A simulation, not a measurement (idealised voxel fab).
The name of this process module is voxel wiring stack.
Square cell edge 5 nm, section width 230 nm, ID cut.
Heads up, the way a cross-section reads in here is a grid of square cells, handed over as bands from the top down, with every band being one or more rows of cells.
First you get the band's top height and its bottom height, in nm, and then the materials it's made of, left to right, with each width in nm. If you see a single material with "edge to edge", that one covers the band edge to edge. "air" is empty space.
Heights are reckoned from 0. Under this level, the received wafer is all of one material. The bottommost band is open-ended downward, for example "from 0 down".
Width spec "30..40" -> top row of cells at first value, bottom row at second value, equal per-row change in between.
Any step labelled "remained unchanged" changed none of the cells in the cross-section.
The list in "Listed closed voids" covers empty spaces of 8 cells or more that cannot reach the top through any open way, and it gives each as width x height at distance; the distance is from the left edge, and width, height and distance are in nm.
Step line, after settings: the simulator's comment on this step.
The "overlay nm" setting may appear on a step's line; for a step that uses a mask, it gives how far to the right of its planned position the mask lay, and a negative value indicates the left.
-- Set out below are the planned steps of the process
1) RECEIVE,material Si
2) CONFORMAL_DEP,material SiO2,thk nm 10
3) DIRECTIONAL_DEP,material TiN,thk nm 5
4) DIRECTIONAL_DEP,material W,thk nm 25
5) DIRECTIONAL_DEP,material aC,thk nm 15
6) PATTERN,tone cover,mask id METAL_1,material resist,width nm 20,pitch nm 45,thk nm 35,overlay nm 0
7) DIRECTIONAL_ETCH,etch materials aC,depth nm 15
8) STRIP,etch materials resist
9) DIRECTIONAL_ETCH,etch materials W,depth nm 25
10) DIRECTIONAL_ETCH,etch materials TiN,depth nm 5
11) STRIP,etch materials aC
12) CONFORMAL_DEP,material SiCN,thk nm 5
13) FILL_DEP,material lowk,thk nm 5
14) CMP,height nm 40
15) CONFORMAL_DEP,material SiCN,thk nm 5
16) DIRECTIONAL_DEP,material SiO2,thk nm 25
17) MASKED_ETCH,tone open,mask id METAL_2,width nm 20,pitch nm 45,etch materials SiO2,depth nm 15,overlay nm 0
18) PATTERN,tone open,mask id METAL_2_HOLES,material resist,width nm 15,pitch nm 90,thk nm 15,overlay nm 0
19) DIRECTIONAL_ETCH,etch materials SiO2,depth nm 10
20) DIRECTIONAL_ETCH,etch materials SiCN,depth nm 5
21) STRIP,etch materials resist
22) CONFORMAL_DEP,material TiN,thk nm 5
23) FILL_DEP,material Cu,thk nm 5
24) CMP,height nm 70
25) CONFORMAL_DEP,material SiCN,thk nm 5
-- On the first of the two wafers: run conducted according to plan
-- Received-state cross-section, reflecting completion of step 1
> from 0 down = Si edge to edge
> Listed closed voids: none
-- The wafer, seen in cross-section, after step 2
> from 10 to 0 = SiO2 edge to edge
> Nothing below the height 0 has changed.
-- The wafer, seen in cross-section, after step 3
> from 15 to 10 = TiN edge to edge
> Nothing below the height 10 has changed.
-- The wafer, seen in cross-section, after step 4
> from 40 to 15 = W edge to edge
> Nothing below the height 15 has changed.
-- The wafer, seen in cross-section, after step 5
> from 55 to 40 = aC edge to edge
> Nothing below the height 40 has changed.
-- The wafer, seen in cross-section, after step 6
> from 90 to 55 = air 35 nm, then resist 20 nm, then air 25 nm, then resist 20 nm, then air 25 nm, then resist 20 nm, then air 25 nm, then resist 20 nm, then air 40 nm
> Nothing below the height 55 has changed.
-- The wafer, seen in cross-section, after step 7
> from 75 to 55 = air 35 nm, then resist 20 nm, then air 25 nm, then resist 20 nm, then air 25 nm, then resist 20 nm, then air 25 nm, then resist 20 nm, then air 40 nm
> from 55 to 40 = air 35 nm, then aC 20 nm, then air 25 nm, then aC 20 nm, then air 25 nm, then aC 20 nm, then air 25 nm, then aC 20 nm, then air 40 nm
> Nothing below the height 40 has changed.
-- The wafer, seen in cross-section, after step 8
> from 55 to 40 = air 35 nm, then aC 20 nm, then air 25 nm, then aC 20 nm, then air 25 nm, then aC 20 nm, then air 25 nm, then aC 20 nm, then air 40 nm
> Nothing below the height 40 has changed.
-- The wafer, seen in cross-section, after step 9
> from 55 to 40 = air 35 nm, then aC 20 nm, then air 25 nm, then aC 20 nm, then air 25 nm, then aC 20 nm, then air 25 nm, then aC 20 nm, then air 40 nm
> from 40 to 15 = air 35 nm, then W 20 nm, then air 25 nm, then W 20 nm, then air 25 nm, then W 20 nm, then air 25 nm, then W 20 nm, then air 40 nm
> Nothing below the height 15 has changed.
-- The wafer, seen in cross-section, after step 10
> from 55 to 40 = air 35 nm, then aC 20 nm, then air 25 nm, then aC 20 nm, then air 25 nm, then aC 20 nm, then air 25 nm, then aC 20 nm, then air 40 nm
> from 40 to 15 = air 35 nm, then W 20 nm, then air 25 nm, then W 20 nm, then air 25 nm, then W 20 nm, then air 25 nm, then W 20 nm, then air 40 nm
> from 15 to 10 = air 35 nm, then TiN 20 nm, then air 25 nm, then TiN 20 nm, then air 25 nm, then TiN 20 nm, then air 25 nm, then TiN 20 nm, then air 40 nm
> Nothing below the height 10 has changed.
-- The wafer, seen in cross-section, after step 11
> from 40 to 15 = air 35 nm, then W 20 nm, then air 25 nm, then W 20 nm, then air 25 nm, then W 20 nm, then air 25 nm, then W 20 nm, then air 40 nm
> Nothing below the height 15 has changed.
-- The wafer, seen in cross-section, after step 12
> from 45 to 40 = air 30 nm, then SiCN 30 nm, then air 15 nm, then SiCN 30 nm, then air 15 nm, then SiCN 30 nm, then air 15 nm, then SiCN 30 nm, then air 35 nm
> from 40 to 15 = air 30 nm, then SiCN 5 nm, then W 20 nm, then SiCN 5 nm, then air 15 nm, then SiCN 5 nm, then W 20 nm, then SiCN 5 nm, then air 15 nm, then SiCN 5 nm, then W 20 nm, then SiCN 5 nm, then air 15 nm, then SiCN 5 nm, then W 20 nm, then SiCN 5 nm, then air 35 nm
> from 15 to 10 = SiCN 35 nm, then TiN 20 nm, then SiCN 25 nm, then TiN 20 nm, then SiCN 25 nm, then TiN 20 nm, then SiCN 25 nm, then TiN 20 nm, then SiCN 40 nm
> Nothing below the height 10 has changed.
-- The wafer, seen in cross-section, after step 13
> from 50 to 45 = lowk edge to edge
> from 45 to 40 = lowk 30 nm, then SiCN 30 nm, then lowk 15 nm, then SiCN 30 nm, then lowk 15 nm, then SiCN 30 nm, then lowk 15 nm, then SiCN 30 nm, then lowk 35 nm
> from 40 to 15 = lowk 30 nm, then SiCN 5 nm, then W 20 nm, then SiCN 5 nm, then lowk 15 nm, then SiCN 5 nm, then W 20 nm, then SiCN 5 nm, then lowk 15 nm, then SiCN 5 nm, then W 20 nm, then SiCN 5 nm, then lowk 15 nm, then SiCN 5 nm, then W 20 nm, then SiCN 5 nm, then lowk 35 nm
> Nothing below the height 15 has changed.
-- The wafer, seen in cross-section, after step 14
> from 40 to 15 = lowk 30 nm, then SiCN 5 nm, then W 20 nm, then SiCN 5 nm, then lowk 15 nm, then SiCN 5 nm, then W 20 nm, then SiCN 5 nm, then lowk 15 nm, then SiCN 5 nm, then W 20 nm, then SiCN 5 nm, then lowk 15 nm, then SiCN 5 nm, then W 20 nm, then SiCN 5 nm, then lowk 35 nm
> Nothing below the height 15 has changed.
-- The wafer, seen in cross-section, after step 15
> from 45 to 40 = SiCN edge to edge
> Nothing below the height 40 has changed.
-- The wafer, seen in cross-section, after step 16
> from 70 to 45 = SiO2 edge to edge
> Nothing below the height 45 has changed.
-- The wafer, seen in cross-section, after step 17
> from 70 to 55 = SiO2 35 nm, then air 20 nm, then SiO2 25 nm, then air 20 nm, then SiO2 25 nm, then air 20 nm, then SiO2 25 nm, then air 20 nm, then SiO2 40 nm
> Nothing below the height 55 has changed.
-- The wafer, seen in cross-section, after step 18
> from 85 to 70 = resist 35 nm, then air 15 nm, then resist 75 nm, then air 15 nm, then resist 90 nm
> from 70 to 55 = SiO2 35 nm, then air 15 nm, then resist 5 nm, then SiO2 25 nm, then resist 20 nm, then SiO2 25 nm, then air 15 nm, then resist 5 nm, then SiO2 25 nm, then resist 20 nm, then SiO2 40 nm
> Nothing below the height 55 has changed.
-- The wafer, seen in cross-section, after step 19
> from 85 to 70 = resist 35 nm, then air 15 nm, then resist 75 nm, then air 15 nm, then resist 90 nm
> from 70 to 55 = SiO2 35 nm, then air 15 nm, then resist 5 nm, then SiO2 25 nm, then resist 20 nm, then SiO2 25 nm, then air 15 nm, then resist 5 nm, then SiO2 25 nm, then resist 20 nm, then SiO2 40 nm
> from 55 to 45 = SiO2 35 nm, then air 15 nm, then SiO2 75 nm, then air 15 nm, then SiO2 90 nm
> Nothing below the height 45 has changed.
-- The wafer, seen in cross-section, after step 20
> from 85 to 70 = resist 35 nm, then air 15 nm, then resist 75 nm, then air 15 nm, then resist 90 nm
> from 70 to 55 = SiO2 35 nm, then air 15 nm, then resist 5 nm, then SiO2 25 nm, then resist 20 nm, then SiO2 25 nm, then air 15 nm, then resist 5 nm, then SiO2 25 nm, then resist 20 nm, then SiO2 40 nm
> from 55 to 45 = SiO2 35 nm, then air 15 nm, then SiO2 75 nm, then air 15 nm, then SiO2 90 nm
> from 45 to 40 = SiCN 35 nm, then air 15 nm, then SiCN 75 nm, then air 15 nm, then SiCN 90 nm
> Nothing below the height 40 has changed.
-- The wafer, seen in cross-section, after step 21
> from 70 to 55 = SiO2 35 nm, then air 20 nm, then SiO2 25 nm, then air 20 nm, then SiO2 25 nm, then air 20 nm, then SiO2 25 nm, then air 20 nm, then SiO2 40 nm
> Nothing below the height 55 has changed.
-- The wafer, seen in cross-section, after step 22
> from 75 to 70 = TiN 40 nm, then air 10 nm, then TiN 35 nm, then air 10 nm, then TiN 35 nm, then air 10 nm, then TiN 35 nm, then air 10 nm, then TiN 45 nm
> from 70 to 60 = SiO2 35 nm, then TiN 5 nm, then air 10 nm, then TiN 5 nm, then SiO2 25 nm, then TiN 5 nm, then air 10 nm, then TiN 5 nm, then SiO2 25 nm, then TiN 5 nm, then air 10 nm, then TiN 5 nm, then SiO2 25 nm, then TiN 5 nm, then air 10 nm, then TiN 5 nm, then SiO2 40 nm
> from 60 to 55 = SiO2 35 nm, then TiN 5 nm, then air 5 nm, then TiN 10 nm, then SiO2 25 nm, then TiN 20 nm, then SiO2 25 nm, then TiN 5 nm, then air 5 nm, then TiN 10 nm, then SiO2 25 nm, then TiN 20 nm, then SiO2 40 nm
> from 55 to 45 = SiO2 35 nm, then TiN 5 nm, then air 5 nm, then TiN 5 nm, then SiO2 75 nm, then TiN 5 nm, then air 5 nm, then TiN 5 nm, then SiO2 90 nm
> from 45 to 40 = SiCN 35 nm, then TiN 15 nm, then SiCN 75 nm, then TiN 15 nm, then SiCN 90 nm
> Nothing below the height 40 has changed.
-- The wafer, seen in cross-section, after step 23
> from 80 to 75 = Cu edge to edge
> from 75 to 70 = TiN 40 nm, then Cu 10 nm, then TiN 35 nm, then Cu 10 nm, then TiN 35 nm, then Cu 10 nm, then TiN 35 nm, then Cu 10 nm, then TiN 45 nm
> from 70 to 60 = SiO2 35 nm, then TiN 5 nm, then Cu 10 nm, then TiN 5 nm, then SiO2 25 nm, then TiN 5 nm, then Cu 10 nm, then TiN 5 nm, then SiO2 25 nm, then TiN 5 nm, then Cu 10 nm, then TiN 5 nm, then SiO2 25 nm, then TiN 5 nm, then Cu 10 nm, then TiN 5 nm, then SiO2 40 nm
> from 60 to 55 = SiO2 35 nm, then TiN 5 nm, then Cu 5 nm, then TiN 10 nm, then SiO2 25 nm, then TiN 20 nm, then SiO2 25 nm, then TiN 5 nm, then Cu 5 nm, then TiN 10 nm, then SiO2 25 nm, then TiN 20 nm, then SiO2 40 nm
> from 55 to 45 = SiO2 35 nm, then TiN 5 nm, then Cu 5 nm, then TiN 5 nm, then SiO2 75 nm, then TiN 5 nm, then Cu 5 nm, then TiN 5 nm, then SiO2 90 nm
> Nothing below the height 45 has changed.
-- The wafer, seen in cross-section, after step 24
> from 70 to 60 = SiO2 35 nm, then TiN 5 nm, then Cu 10 nm, then TiN 5 nm, then SiO2 25 nm, then TiN 5 nm, then Cu 10 nm, then TiN 5 nm, then SiO2 25 nm, then TiN 5 nm, then Cu 10 nm, then TiN 5 nm, then SiO2 25 nm, then TiN 5 nm, then Cu 10 nm, then TiN 5 nm, then SiO2 40 nm
> Nothing below the height 60 has changed.
-- The wafer, seen in cross-section, after step 25
> from 75 to 70 = SiCN edge to edge
> Nothing below the height 70 has changed.
-- Wafer two. Identical start, identical plan. One mistake in execution. Identical history through step 14
-- Cross-section: second wafer, time at which step 15 was scheduled to end
> from 65 to 40 = SiO2 edge to edge
> Nothing below the height 40 has changed.
-- Cross-section: second wafer, time at which step 16 was scheduled to end
> from 70 to 65 = SiCN edge to edge
> Nothing below the height 65 has changed.
Cross-section: second wafer, time at which step 17 was scheduled to end: remained unchanged
-- Cross-section: second wafer, time at which step 18 was scheduled to end
> from 85 to 70 = resist 35 nm, then air 15 nm, then resist 75 nm, then air 15 nm, then resist 90 nm
> Nothing below the height 70 has changed.
Cross-section: second wafer, time at which step 19 was scheduled to end: remained unchanged
-- Cross-section: second wafer, time at which step 20 was scheduled to end
> from 85 to 70 = resist 35 nm, then air 15 nm, then resist 75 nm, then air 15 nm, then resist 90 nm
> from 70 to 65 = SiCN 35 nm, then air 15 nm, then SiCN 75 nm, then air 15 nm, then SiCN 90 nm
> Nothing below the height 65 has changed.
-- Cross-section: second wafer, time at which step 21 was scheduled to end
> from 70 to 65 = SiCN 35 nm, then air 15 nm, then SiCN 75 nm, then air 15 nm, then SiCN 90 nm
> Nothing below the height 65 has changed.
-- Cross-section: second wafer, time at which step 22 was scheduled to end
> from 75 to 70 = TiN 40 nm, then air 5 nm, then TiN 85 nm, then air 5 nm, then TiN 95 nm
> from 70 to 65 = SiCN 35 nm, then TiN 15 nm, then SiCN 75 nm, then TiN 15 nm, then SiCN 90 nm
> Nothing below the height 65 has changed.
-- Cross-section: second wafer, time at which step 23 was scheduled to end
> from 80 to 75 = Cu edge to edge
> from 75 to 70 = TiN 40 nm, then Cu 5 nm, then TiN 85 nm, then Cu 5 nm, then TiN 95 nm
> Nothing below the height 70 has changed.
-- Cross-section: second wafer, time at which step 24 was scheduled to end
> from 70 to 65 = SiCN 35 nm, then TiN 15 nm, then SiCN 75 nm, then TiN 15 nm, then SiCN 90 nm
> Nothing below the height 65 has changed.
-- Cross-section: second wafer, time at which step 25 was scheduled to end
> from 75 to 70 = SiCN edge to edge
> Nothing below the height 70 has changed.
what went wrong: the run placed steps 15 and 16 each in the position the plan gave to the other
Final cells, second wafer relative to first, materials higher or lower: 22 fewer of Cu; 60 more of SiO2; 38 fewer of TiN
